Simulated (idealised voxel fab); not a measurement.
A process module follows: voxel wiring stack.
cross-section cut | 210 nm wide | cells 5 nm
If you're reading a cross-section in this doc, picture square cells in a grid; it comes to you as bands, top ones listed first down to the bottom, and a band can be one or more rows of cells.
The band entry comprises the height of the band's top followed by the height of its bottom, expressed in nm, and subsequently the band's materials from left to right, each stated together with its width in nm. Where a single material is marked with the word "edge to edge", that material fills the band from edge to edge. The word "empty" represents empty space.
It should be noted that heights are counted from 0, beneath which the wafer as supplied is of one material throughout, and that the lowest band possesses no lower boundary but continues downward, as written in "0 -> down".
Read "30 to 40" as a graded width: first number on top, second number at the bottom, same change between each pair of neighbouring rows.
Where the words "changes: none" appear for a step, the cross-section shows no cell changed by that step; every cell remained as before.
"Voids, sealed" - sealed voids, min. 8 cells, no opening to top; format: width x height at distance (distance from left edge; nm throughout).
Anything after a step's settings on that line? It's the simulator's own note about the step.
overlay nm: where the mask lay relative to plan, measured to the right, on steps with a mask; negatives go left.
-- Set out below are the planned steps of the process
1,RECEIVE, material Si
2,CONFORMAL_DEP, material SiO2, thk nm 15
3,DIRECTIONAL_DEP, material TiN, thk nm 5
4,DIRECTIONAL_DEP, material W, thk nm 20
5,DIRECTIONAL_DEP, material aC, thk nm 10
6,PATTERN, tone cover, mask id METAL_1, material resist, width nm 20, pitch nm 40, thk nm 25, overlay nm 0
7,DIRECTIONAL_ETCH, etch materials aC, depth nm 10
8,STRIP, etch materials resist
9,DIRECTIONAL_ETCH, etch materials W, depth nm 20
10,DIRECTIONAL_ETCH, etch materials TiN, depth nm 5
11,STRIP, etch materials aC
12,CONFORMAL_DEP, material SiN, thk nm 5
13,FILL_DEP, material lowk, thk nm 10
14,CMP, height nm 40
15,CONFORMAL_DEP, material SiCN, thk nm 5
16,DIRECTIONAL_DEP, material lowk, thk nm 25
17,PATTERN, tone open, mask id METAL_2, material resist, width nm 20, pitch nm 40, thk nm 15, overlay nm 0
18,DIRECTIONAL_ETCH, etch materials lowk, depth nm 15
19,STRIP, etch materials resist
20,DIRECTIONAL_DEP, material aC, thk nm 15
21,PATTERN, tone open, mask id METAL_2_HOLES, material resist, width nm 15, pitch nm 80, thk nm 30, overlay nm 0
22,DIRECTIONAL_ETCH, etch materials aC, depth nm 15
23,STRIP, etch materials resist
24,DIRECTIONAL_ETCH, etch materials lowk, depth nm 10
25,DIRECTIONAL_ETCH, etch materials SiCN, depth nm 5
26,STRIP, etch materials aC
27,CONFORMAL_DEP, material TiN, thk nm 5
28,FILL_DEP, material Cu, thk nm 10
29,CMP, height nm 70
30,CONFORMAL_DEP, material SiCN, thk nm 5
31,DIRECTIONAL_DEP, material lowk, thk nm 10
32,MASKED_ETCH, tone open, mask id PLUG_2, width nm 15, pitch nm 80, etch materials lowk, depth nm 10, overlay nm 0
33,MASKED_ETCH, tone open, mask id PLUG_2, width nm 15, pitch nm 80, etch materials SiCN, depth nm 5, overlay nm 0
34,CONFORMAL_DEP, material TiN, thk nm 5
35,FILL_DEP, material Cu, thk nm 10
36,CMP, height nm 85
37,CONFORMAL_DEP, material SiN, thk nm 5
38,DIRECTIONAL_DEP, material SiO2, thk nm 20
39,MASKED_ETCH, tone open, mask id METAL_3, width nm 20, pitch nm 40, etch materials SiO2, depth nm 20, overlay nm 0
40,MASKED_ETCH, tone open, mask id METAL_3, width nm 20, pitch nm 40, etch materials SiN, depth nm 5, overlay nm 0
41,CONFORMAL_DEP, material TiN, thk nm 5
42,FILL_DEP, material Cu, thk nm 10
43,CMP, height nm 110
44,CONFORMAL_DEP, material SiCN, thk nm 5
45,DIRECTIONAL_DEP, material lowk, thk nm 35
46,PATTERN, tone open, mask id METAL_4_HOLES, material resist, width nm 15, pitch nm 40, thk nm 20, overlay nm 0
47,DIRECTIONAL_ETCH, etch materials lowk, depth nm 35
48,STRIP, etch materials resist
49,DIRECTIONAL_DEP, material aC, thk nm 10
50,PATTERN, tone open, mask id METAL_4, material resist, width nm 15, pitch nm 40, thk nm 25, overlay nm 0
51,DIRECTIONAL_ETCH, etch materials aC, depth nm 10
52,STRIP, etch materials resist
53,DIRECTIONAL_ETCH, etch materials lowk, depth nm 20
54,DIRECTIONAL_ETCH, etch materials SiCN, depth nm 5
55,STRIP, etch materials aC
56,CONFORMAL_DEP, material TiN, thk nm 5
57,FILL_DEP, material Ru, thk nm 10
58,CMP, height nm 150
59,CONFORMAL_DEP, material SiN, thk nm 5
varied across the wafers: width nm of step 50. The plan shows the first wafer's value. All wafers start alike
-- Received wafers, first of several: cross-section after step 1
    0 -> down | Si edge to edge
    Voids, sealed: none
-- The first of several wafers, seen in cross-section after the module's last step, step 59
    155 -> 150 | SiN edge to edge
    150 -> 135 | lowk=55 | TiN=5 | Ru=10 | TiN=5 | lowk=20 | TiN=5 | Ru=10 | TiN=5 | lowk=20 | TiN=5 | Ru=10 | TiN=5 | lowk=55
    135 -> 130 | lowk=55 | TiN=5 | Ru=5 | TiN=10 | lowk=20 | TiN=5 | Ru=5 | TiN=10 | lowk=20 | TiN=5 | Ru=5 | TiN=10 | lowk=55
    130 -> 120 | lowk=55 | TiN=5 | Ru=5 | TiN=5 | lowk=25 | TiN=5 | Ru=5 | TiN=5 | lowk=25 | TiN=5 | Ru=5 | TiN=5 | lowk=60
    120 -> 115 | lowk=55 | TiN=15 | lowk=25 | TiN=15 | lowk=25 | TiN=15 | lowk=60
    115 -> 110 | SiCN=60 | TiN=10 | SiCN=30 | TiN=10 | SiCN=30 | TiN=10 | SiCN=60
    110 -> 90 | SiO2=55 | TiN=5 | Cu=10 | TiN=5 | SiO2=20 | TiN=5 | Cu=10 | TiN=5 | SiO2=20 | TiN=5 | Cu=10 | TiN=5 | SiO2=55
    90 -> 85 | SiN=55 | TiN=20 | SiN=20 | TiN=20 | SiN=20 | TiN=20 | SiN=55
    85 -> 75 | lowk=55 | TiN=5 | Cu=5 | TiN=5 | lowk=65 | TiN=5 | Cu=5 | TiN=5 | lowk=60
    75 -> 70 | SiCN=55 | TiN=15 | SiCN=65 | TiN=15 | SiCN=60
    70 -> 60 | lowk=55 | TiN=5 | Cu=10 | TiN=5 | lowk=20 | TiN=5 | Cu=10 | TiN=5 | lowk=20 | TiN=5 | Cu=10 | TiN=5 | lowk=55
    60 -> 55 | lowk=55 | TiN=5 | Cu=5 | TiN=10 | lowk=20 | TiN=20 | lowk=20 | TiN=5 | Cu=5 | TiN=10 | lowk=55
    55 -> 45 | lowk=55 | TiN=5 | Cu=5 | TiN=5 | lowk=65 | TiN=5 | Cu=5 | TiN=5 | lowk=60
    45 -> 40 | SiCN=55 | TiN=15 | SiCN=65 | TiN=15 | SiCN=60
    40 -> 20 | lowk=50 | SiN=5 | W=20 | SiN=5 | lowk=10 | SiN=5 | W=20 | SiN=5 | lowk=10 | SiN=5 | W=20 | SiN=5 | lowk=50
    20 -> 15 | SiN=55 | TiN=20 | SiN=20 | TiN=20 | SiN=20 | TiN=20 | SiN=55
    15 -> 0 | SiO2 edge to edge
    0 -> down | Si edge to edge
    Voids, sealed: none
-- Of the several wafers, the last: cross-section at the end of the module
    155 -> 150 | SiN edge to edge
    150 -> 135 | lowk=55 | TiN=5 | Ru=15 | TiN=5 | lowk=15 | TiN=5 | Ru=15 | TiN=5 | lowk=15 | TiN=5 | Ru=15 | TiN=5 | lowk=50
    135 -> 130 | lowk=55 | TiN=5 | Ru=5 | TiN=15 | lowk=15 | TiN=5 | Ru=5 | TiN=15 | lowk=15 | TiN=5 | Ru=5 | TiN=15 | lowk=50
    130 -> 115 | lowk=55 | TiN=5 | Ru=5 | TiN=5 | lowk=25 | TiN=5 | Ru=5 | TiN=5 | lowk=25 | TiN=5 | Ru=5 | TiN=5 | lowk=60
    115 -> 110 | SiCN=55 | TiN=15 | SiCN=25 | TiN=15 | SiCN=25 | TiN=15 | SiCN=60
    110 -> 90 | SiO2=55 | TiN=5 | Cu=10 | TiN=5 | SiO2=20 | TiN=5 | Cu=10 | TiN=5 | SiO2=20 | TiN=5 | Cu=10 | TiN=5 | SiO2=55
    90 -> 85 | SiN=55 | TiN=20 | SiN=20 | TiN=20 | SiN=20 | TiN=20 | SiN=55
    85 -> 75 | lowk=55 | TiN=5 | Cu=5 | TiN=5 | lowk=65 | TiN=5 | Cu=5 | TiN=5 | lowk=60
    75 -> 70 | SiCN=55 | TiN=15 | SiCN=65 | TiN=15 | SiCN=60
    70 -> 60 | lowk=55 | TiN=5 | Cu=10 | TiN=5 | lowk=20 | TiN=5 | Cu=10 | TiN=5 | lowk=20 | TiN=5 | Cu=10 | TiN=5 | lowk=55
    60 -> 55 | lowk=55 | TiN=5 | Cu=5 | TiN=10 | lowk=20 | TiN=20 | lowk=20 | TiN=5 | Cu=5 | TiN=10 | lowk=55
    55 -> 45 | lowk=55 | TiN=5 | Cu=5 | TiN=5 | lowk=65 | TiN=5 | Cu=5 | TiN=5 | lowk=60
    45 -> 40 | SiCN=55 | TiN=15 | SiCN=65 | TiN=15 | SiCN=60
    40 -> 20 | lowk=50 | SiN=5 | W=20 | SiN=5 | lowk=10 | SiN=5 | W=20 | SiN=5 | lowk=10 | SiN=5 | W=20 | SiN=5 | lowk=50
    20 -> 15 | SiN=55 | TiN=20 | SiN=20 | TiN=20 | SiN=20 | TiN=20 | SiN=55
    15 -> 0 | SiO2 edge to edge
    0 -> down | Si edge to edge
    Voids, sealed: none
-- Basically each wafer gets a line in the table, showing it at the end of the module: material by material, the cells it gained (+) or lost (-) since we got it, then its closed voids
width nm 15; +46 Cu; +27 Ru; +108 SiCN; +126 SiN; +246 SiO2; +152 TiN; +48 W; +549 lowk; Voids, sealed: none
width nm 20; +46 Cu; +30 Ru; +105 SiCN; +126 SiN; +246 SiO2; +152 TiN; +48 W; +549 lowk; Voids, sealed: none
width nm 25; +46 Cu; +39 Ru; +105 SiCN; +126 SiN; +246 SiO2; +155 TiN; +48 W; +537 lowk; Voids, sealed: none
